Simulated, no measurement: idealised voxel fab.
The process module that follows is named voxel ribs on slabs.
FYI the section here is cut, 230 nm wide, cells are 5 nm squares.
Just so we're on the same page, the cross-sections are grids of square cells, and they're listed out in bands top to bottom, each band one or more rows deep.
Heights first: top, then bottom, in nm. Then materials, left to right, each with a width in nm. "everywhere" on a single material: fills the band edge to edge. "blank": empty space.
Height reference: 0 = level under which incoming wafer is all one material. Lowest band: no bottom, runs on downward, e.g. "0 nm and below".
Per-row width for "30->40": begins at first number (top row of band), ends at second number (bottom row), increment between rows held constant.
Step marked "everything unchanged"? Then no cell in the cross-section changed in it.
You'll see "Sealed void list" listing empty spaces that have no way open to the top, as long as they're 8 cells or more; the notation is width x height at distance, where the distance is from the left edge, and all of it is in nm.
If you see something after the settings on a step's line, that's the simulator's own remark about that step.
You can add "overlay nm" to a step's line. For a step with a mask, it describes how far the mask lay to the right of its planned position, and a negative number describes a lay to the left.
[Process steps - plan]
- 1: RECEIVE with material Si
- 2: DIRECTIONAL_DEP with material SiO2, thk nm 30
- 3: DIRECTIONAL_DEP with material SiN, thk nm 25
- 4: DIRECTIONAL_DEP with material aC, thk nm 10
- 5: PATTERN with tone cover, mask id RIB, material resist, width nm 25, thk nm 25, overlay nm 0
- 6: DIRECTIONAL_ETCH with etch materials aC, depth nm 10
- 7: STRIP with etch materials resist
- 8: DIRECTIONAL_ETCH with etch materials SiN, depth nm 10
- 9: STRIP with etch materials aC
- 10: DIRECTIONAL_DEP with material aC, thk nm 15
- 11: PATTERN with tone cover, mask id SLAB, material resist, width nm 85, thk nm 30, overlay nm 0
- 12: DIRECTIONAL_ETCH with etch materials aC, depth nm 15
- 13: STRIP with etch materials resist
- 14: DIRECTIONAL_ETCH with etch materials SiN, depth nm 15
- 15: STRIP with etch materials aC
- 16: FILL_DEP with material SiO2, thk nm 15
- 17: CMP with height nm 65
- 18: DIRECTIONAL_DEP with material TiN, thk nm 5
- 19: PATTERN with tone cover, mask id HEATER, material resist, width nm 35, thk nm 20, overlay nm 0
- 20: DIRECTIONAL_ETCH with etch materials TiN, depth nm 5
- 21: STRIP with etch materials resist
- 22: CONFORMAL_DEP with material SiN, thk nm 10
[As-received wafer cross-section (after step 1)]
- 0 nm and below = Si everywhere
- Sealed void list: none
[Cross-sectional image of the first of two wafers at the end of the module, the run having proceeded as planned]
- 80 nm to 75 nm = 85 nm blank  55 nm SiN  90 nm blank
- 75 nm to 70 nm = SiN everywhere
- 70 nm to 65 nm = 95 nm SiN  35 nm TiN  100 nm SiN
- 65 nm to 55 nm = SiO2 everywhere
- 55 nm to 45 nm = 100 nm SiO2  25 nm SiN  105 nm SiO2
- 45 nm to 30 nm = 70 nm SiO2  85 nm SiN  75 nm SiO2
- 30 nm to 0 nm = SiO2 everywhere
- 0 nm and below = Si everywhere
- Sealed void list: none
[What the second wafer looks like in cross-section once the module is done. Its start and its plan matched the first wafer's exactly; what differed was one mistake in how it was run]
- 80 nm to 75 nm = 85 nm blank  55 nm SiN  90 nm blank
- 75 nm to 70 nm = SiN everywhere
- 70 nm to 65 nm = 95 nm SiN  35 nm TiN  100 nm SiN
- 65 nm to 55 nm = SiO2 everywhere
- 55 nm to 40 nm = 100 nm SiO2  25 nm SiN  105 nm SiO2
- 40 nm to 30 nm = 70 nm SiO2  85 nm SiN  75 nm SiO2
- 30 nm to 0 nm = SiO2 everywhere
- 0 nm and below = Si everywhere
- Sealed void list: none
Run error: step 8 was run on a setting that differed from the plan, and what really ran there is DIRECTIONAL_ETCH with etch materials SiN, depth nm 15
The closing comparison, in cells, has the second wafer with more or fewer of some materials than the first: SiN -12 | SiO2 +12
